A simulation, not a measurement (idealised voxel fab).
Herein follows the process module entitled voxel released beams.
For reference, the cross-section in this document is cut, with width 260 nm and square cells of 5 nm.
Reading order for cross-sections: top band down to bottom band. Underlying form: a grid of square cells. Band size: one or more rows of cells.
Within each band entry, the heights of the top and of the bottom of the band appear first, in that order and in nm; the materials of the band then follow from left to right, each with its corresponding width in nm. The designation "all across" on a single material indicates that it fills the band from edge to edge; the designation "blank" indicates empty space.
For the purposes of this specification, 0 denotes the height below which the wafer in its as-received condition is composed wholly of one material, and the lowermost band, lacking a lower limit, extends downward without end, as expressed in "0 nm and below".
With a width like "30 to 40", each row of cells in the band differs from the next by the same amount, the top row carrying the first number and the bottom row the second.
"remains unaltered" for a step: no cell of the cross-section changed in that step.
What "Enclosed internal voids" gives you is every empty space of 8 cells or more that is cut off from the top. Each appears as width x height at distance, with the distance taken from the left edge and width, height and distance all in nm.
Read whatever lies past the settings on a step's line as the simulator's own remark about the step.
The optional step-line setting "overlay nm" applies to steps with a mask and quantifies how far to the right of its planned location the mask lay, a negative value indicating leftward placement.

[Listed below are the process steps as planned]
1) RECEIVE (material Si)
2) CONFORMAL_DEP (material SiN; thk nm 5)
3) DIRECTIONAL_DEP (material SiO2; thk nm 20)
4) DIRECTIONAL_DEP (material aC; thk nm 15)
5) PATTERN (tone open; mask id ANCHOR; material resist; width nm 25; thk nm 30; overlay nm 0)
6) DIRECTIONAL_ETCH (etch materials aC; depth nm 15)
7) STRIP (etch materials resist)
8) DIRECTIONAL_ETCH (etch materials SiO2; depth nm 20)
9) STRIP (etch materials aC)
10) CONFORMAL_DEP (material W; thk nm 10)
11) PATTERN (tone cover; mask id BEAM; material resist; width nm 80; thk nm 15; overlay nm 0)
12) DIRECTIONAL_ETCH (etch materials W; depth nm 10)
13) STRIP (etch materials resist)
14) STRIP (etch materials SiO2)

[Run as planned: first of two wafers]

[Shown in cross-section is the wafer as received, that is, as it stands after step 1]
    0 nm and below: Si all across
    Enclosed internal voids: none

[Wafer section view after processing step 2]
    5 nm to 0 nm: SiN all across
    Heights below 0 show no change.

[Wafer section view after processing step 3]
    25 nm to 5 nm: SiO2 all across
    Heights below 5 show no change.

[Wafer section view after processing step 4]
    40 nm to 25 nm: aC all across
    Heights below 25 show no change.

[Wafer section view after processing step 5]
    70 nm to 40 nm: resist: 90, blank: 25, resist: 145
    Heights below 40 show no change.

[Wafer section view after processing step 6]
    55 nm to 40 nm: resist: 90, blank: 25, resist: 145
    40 nm to 25 nm: aC: 90, blank: 25, aC: 145
    Heights below 25 show no change.

[Wafer section view after processing step 7]
    40 nm to 25 nm: aC: 90, blank: 25, aC: 145
    Heights below 25 show no change.

[Wafer section view after processing step 8]
    40 nm to 25 nm: aC: 90, blank: 25, aC: 145
    25 nm to 5 nm: SiO2: 90, blank: 25, SiO2: 145
    Heights below 5 show no change.

[Wafer section view after processing step 9]
    25 nm to 5 nm: SiO2: 90, blank: 25, SiO2: 145
    Heights below 5 show no change.

[Wafer section view after processing step 10]
    35 nm to 25 nm: W: 100, blank: 5, W: 155
    25 nm to 15 nm: SiO2: 90, W: 10, blank: 5, W: 10, SiO2: 145
    15 nm to 5 nm: SiO2: 90, W: 25, SiO2: 145
    Heights below 5 show no change.

[Wafer section view after processing step 11]
    50 nm to 35 nm: blank: 85, resist: 80, blank: 95
    35 nm to 25 nm: W: 100, resist: 5, W: 155
    25 nm to 15 nm: SiO2: 90, W: 10, resist: 5, W: 10, SiO2: 145
    Heights below 15 show no change.

[Wafer section view after processing step 12]
    50 nm to 35 nm: blank: 85, resist: 80, blank: 95
    35 nm to 25 nm: blank: 85, W: 15, resist: 5, W: 60, blank: 95
    Heights below 25 show no change.

[Wafer section view after processing step 13]
    35 nm to 25 nm: blank: 85, W: 15, blank: 5, W: 60, blank: 95
    25 nm to 15 nm: SiO2: 90, W: 10, blank: 5, W: 10, SiO2: 145
    Heights below 15 show no change.

[Wafer section view after processing step 14]
    35 nm to 25 nm: blank: 85, W: 15, blank: 5, W: 60, blank: 95
    25 nm to 15 nm: blank: 90, W: 10, blank: 5, W: 10, blank: 145
    15 nm to 5 nm: blank: 90, W: 25, blank: 145
    Heights below 5 show no change.

[The remaining wafer, second of the two, started like the first and was run to the same plan, except that one mistake was made along the way; the two coincide through step 1, inclusive]

[The second wafer cut through, at the time step 2 was supposed to be finished]
    5 nm to 0 nm: W all across
    Heights below 0 show no change.

[The second wafer cut through, at the time step 3 was supposed to be finished]
    25 nm to 5 nm: SiO2 all across
    Heights below 5 show no change.

[The second wafer cut through, at the time step 4 was supposed to be finished]
    40 nm to 25 nm: aC all across
    Heights below 25 show no change.

[The second wafer cut through, at the time step 5 was supposed to be finished]
    70 nm to 40 nm: resist: 90, blank: 25, resist: 145
    Heights below 40 show no change.

[The second wafer cut through, at the time step 6 was supposed to be finished]
    55 nm to 40 nm: resist: 90, blank: 25, resist: 145
    40 nm to 25 nm: aC: 90, blank: 25, aC: 145
    Heights below 25 show no change.

[The second wafer cut through, at the time step 7 was supposed to be finished]
    40 nm to 25 nm: aC: 90, blank: 25, aC: 145
    Heights below 25 show no change.

[The second wafer cut through, at the time step 8 was supposed to be finished]
    40 nm to 25 nm: aC: 90, blank: 25, aC: 145
    25 nm to 5 nm: SiO2: 90, blank: 25, SiO2: 145
    Heights below 5 show no change.

[The second wafer cut through, at the time step 9 was supposed to be finished]
    25 nm to 5 nm: SiO2: 90, blank: 25, SiO2: 145
    Heights below 5 show no change.

[The second wafer cut through, at the time step 10 was supposed to be finished]
    35 nm to 25 nm: W: 100, blank: 5, W: 155
    25 nm to 15 nm: SiO2: 90, W: 10, blank: 5, W: 10, SiO2: 145
    15 nm to 5 nm: SiO2: 90, W: 25, SiO2: 145
    Heights below 5 show no change.

[The second wafer cut through, at the time step 11 was supposed to be finished]
    50 nm to 35 nm: blank: 85, resist: 80, blank: 95
    35 nm to 25 nm: W: 100, resist: 5, W: 155
    25 nm to 15 nm: SiO2: 90, W: 10, resist: 5, W: 10, SiO2: 145
    Heights below 15 show no change.

[The second wafer cut through, at the time step 12 was supposed to be finished]
    50 nm to 35 nm: blank: 85, resist: 80, blank: 95
    35 nm to 25 nm: blank: 85, W: 15, resist: 5, W: 60, blank: 95
    Heights below 25 show no change.

[The second wafer cut through, at the time step 13 was supposed to be finished]
    35 nm to 25 nm: blank: 85, W: 15, blank: 5, W: 60, blank: 95
    25 nm to 15 nm: SiO2: 90, W: 10, blank: 5, W: 10, SiO2: 145
    Heights below 15 show no change.

[The second wafer cut through, at the time step 14 was supposed to be finished]
    35 nm to 25 nm: blank: 85, W: 15, blank: 5, W: 60, blank: 95
    25 nm to 15 nm: blank: 90, W: 10, blank: 5, W: 10, blank: 145
    15 nm to 5 nm: blank: 90, W: 25, blank: 145
    Heights below 5 show no change.
Which mistake was made when the wafer was run? step 2 did not use the planned setting and instead ran as CONFORMAL_DEP (material W; thk nm 5)
Wafer comparison, final, in cells, second relative to first, materials more or fewer: -52 SiN | +52 W
